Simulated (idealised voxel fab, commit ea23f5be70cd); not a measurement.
The name of this process module is voxel local oxidation.
In the cross-section labelled cut, the width is 270 nm and each square cell is 5 nm.
The cross-sections in this document take the form of a grid made of square cells. They are written out as bands, in order from top to bottom. Each band consists of one or more rows of cells. In this notation a band is specified by the heights of its top and bottom, in that order and in nm, after which its materials appear from left to right, each paired with its width in nm. The word "edge to edge" attached to a single material means that material fills the band from edge to edge; the word "air" stands for empty space. Convention: height 0 is the level below which the wafer, as received, is all one material. The lowest band does not terminate at the bottom but continues downward, represented as "0 nm and below". Width spec "30->40" -> top row of cells at first value, bottom row at second value, equal per-row change in between. It should be understood that the words "no modifications", when stated for a given step, signify that the cross-section underwent no change in any of its cells during that step. Listed in "Closed internal voids": every empty space of 8 or more cells without an open way to the top. Form: width x height at distance, the distance being from the left edge, all in nm. That trailing text on a step's line, after the settings, is the simulator's own remark on the step. overlay nm: on a step with a mask, how far right of its planned place the mask lay; negative means left.
So here's the lineup of process steps we planned
1: RECEIVE,material Si
2: CONFORMAL_DEP,material SiO2,thk nm 5
3: CONFORMAL_DEP,material SiN,thk nm 15
4: PATTERN,tone cover,mask id ACTIVE,material resist,width nm 100,thk nm 20,overlay nm 0
5: DIRECTIONAL_ETCH,etch materials SiN,depth nm 15
6: STRIP,etch materials resist
7: SELECTIVE_ETCH,etch materials SiO2,depth nm 5
8: OXIDIZE,depth nm 10
9: STRIP,etch materials SiN
Wafer as received: cross-section following step 1
- 0 nm and below  Si edge to edge
- Closed internal voids: none
The first of two wafers, cross-sectioned at the end of the module, with the run proceeding as planned
- 5 nm to 0 nm  air=90 | SiO2=90 | air=90
- 0 nm to -10 nm  SiO2=100 | Si=70 | SiO2=100
- -10 nm and below  Si edge to edge
- Closed internal voids: none
This cross-section belongs to the second wafer of two at the end of the module; the start and the plan were shared with the first, and the run included one mistake
- 0 nm to -10 nm  air=100 | Si=70 | air=100
- -10 nm and below  Si edge to edge
- Closed internal voids: none
Misprocessing identified: step 9 ran as: STRIP,etch materials SiO2
Wrapping up, a cell-based count of both wafers puts the second over or under the first for these materials: SiO2: 98 fewer
